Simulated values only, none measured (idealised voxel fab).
You're looking at the process module voxel self aligned vias.
Section shown: cut. Width: 255 nm. Cell size: 5 nm, square.
Throughout this document, each cross-section is represented as a grid of square cells and is presented as a sequence of bands enumerated from the top downward, where a band comprises one or more rows of cells.
Basically the band line says how high the top is and how high the bottom is, in nm, and then what's in it from left to right, every material with its width in nm. Empty space shows up as "blank", and if a single material carries "throughout" it runs the full band edge to edge.
Measure heights from 0. That's the level where, below it, the as-received wafer is all one material. The lowest band is bottomless and extends downward; write it as in "0 nm and below".
It should be noted that a width expressed as "30 to 40" varies in equal increments from row to row of cells within the band, taking the value of the first number at the top row and that of the second number at the bottom row.
For the purposes of this document, the phrase "no alteration" attached to a step denotes that no cell within the cross-section was modified by that step.
Basically, "Entrapped voids" tells you about the enclosed voids: empty spaces with no open way to the top, 8 cells or bigger, each written width x height at distance, where distance is from the left edge, all in nm.
Past the settings on a step's line: simulator remark, on that step.
overlay nm: mask offset rightward from planned place, masked step; negative means leftward offset.

[This section lists the process steps that were planned]
| 1 | RECEIVE, material Si |
| 2 | CONFORMAL_DEP, material SiO2, thk nm 10 |
| 3 | CONFORMAL_DEP, material SiCN, thk nm 5 |
| 4 | DIRECTIONAL_DEP, material lowk, thk nm 30 |
| 5 | PATTERN, tone open, mask id LINES, material resist, width nm 25, pitch nm 70, thk nm 15, overlay nm 0 |
| 6 | DIRECTIONAL_ETCH, etch materials lowk, depth nm 30 |
| 7 | STRIP, etch materials resist |
| 8 | CONFORMAL_DEP, material TiN, thk nm 5 |
| 9 | FILL_DEP, material Ru, thk nm 5 |
| 10 | CMP, height nm 45 |
| 11 | SELECTIVE_ETCH, etch materials W Ru TiN, depth nm 5 |
| 12 | FILL_DEP, material SiN, thk nm 10 |
| 13 | CMP, height nm 45 |
| 14 | DIRECTIONAL_DEP, material lowk, thk nm 15 |
| 15 | DIRECTIONAL_DEP, material aC, thk nm 10 |
| 16 | PATTERN, tone open, mask id VIAS, material resist, width nm 45, thk nm 30, overlay nm -15 |
| 17 | DIRECTIONAL_ETCH, etch materials aC, depth nm 10 |
| 18 | STRIP, etch materials resist |
| 19 | DIRECTIONAL_ETCH, etch materials lowk, depth nm 15 |
| 20 | DIRECTIONAL_ETCH, etch materials SiN, depth nm 5 |
| 21 | STRIP, etch materials aC |
| 22 | CONFORMAL_DEP, material TiN, thk nm 5 |
| 23 | FILL_DEP, material Ru, thk nm 5 |
| 24 | CMP, height nm 60 |
| 25 | CONFORMAL_DEP, material SiN, thk nm 5 |
The wafers are alike at the start. At step 16, their overlay nm differs. The plan lists the first wafer's value.

[As-received state after step 1, first of several wafers, cross-section]
0 nm and below | Si throughout
Entrapped voids: none

[Module finished, last step 25 done: cross-section of the first of several wafers]
65 nm to 60 nm | SiN throughout
60 nm to 50 nm | 55 lowk  5 TiN  35 Ru  5 TiN  155 lowk
50 nm to 45 nm | 55 lowk  30 TiN  10 Ru  5 TiN  155 lowk
45 nm to 40 nm | 80 lowk  20 TiN  5 SiN  45 lowk  25 SiN  80 lowk
40 nm to 20 nm | 80 lowk  5 TiN  15 Ru  5 TiN  45 lowk  5 TiN  15 Ru  5 TiN  80 lowk
20 nm to 15 nm | 80 lowk  25 TiN  45 lowk  25 TiN  80 lowk
15 nm to 10 nm | SiCN throughout
10 nm to 0 nm | SiO2 throughout
0 nm and below | Si throughout
Entrapped voids: none

[Cross-section of the last wafer at end of module]
65 nm to 60 nm | SiN throughout
60 nm to 50 nm | 85 lowk  5 TiN  35 Ru  5 TiN  125 lowk
50 nm to 45 nm | 85 lowk  5 TiN  10 Ru  30 TiN  125 lowk
45 nm to 40 nm | 80 lowk  5 SiN  20 TiN  45 lowk  25 SiN  80 lowk
40 nm to 20 nm | 80 lowk  5 TiN  15 Ru  5 TiN  45 lowk  5 TiN  15 Ru  5 TiN  80 lowk
20 nm to 15 nm | 80 lowk  25 TiN  45 lowk  25 TiN  80 lowk
15 nm to 10 nm | SiCN throughout
10 nm to 0 nm | SiO2 throughout
0 nm and below | Si throughout
Entrapped voids: none

[For your reference, the table is organized with a row per wafer; each row reflects the wafer at the end of the module, indicating for each material the cells gained (+) or lost (-) since receipt, and thereafter its closed voids]
overlay nm -15; +40 Ru; +51 SiCN; +57 SiN; +102 SiO2; +41 TiN; +372 lowk; Entrapped voids: none
overlay nm -10; +41 Ru; +51 SiCN; +56 SiN; +102 SiO2; +41 TiN; +372 lowk; Entrapped voids: none
overlay nm -5; +41 Ru; +51 SiCN; +56 SiN; +102 SiO2; +41 TiN; +372 lowk; Entrapped voids: none
overlay nm 0; +41 Ru; +51 SiCN; +56 SiN; +102 SiO2; +41 TiN; +372 lowk; Entrapped voids: none
overlay nm 5; +41 Ru; +51 SiCN; +56 SiN; +102 SiO2; +41 TiN; +372 lowk; Entrapped voids: none
overlay nm 10; +41 Ru; +51 SiCN; +56 SiN; +102 SiO2; +41 TiN; +372 lowk; Entrapped voids: none
overlay nm 15; +40 Ru; +51 SiCN; +57 SiN; +102 SiO2; +41 TiN; +372 lowk; Entrapped voids: none
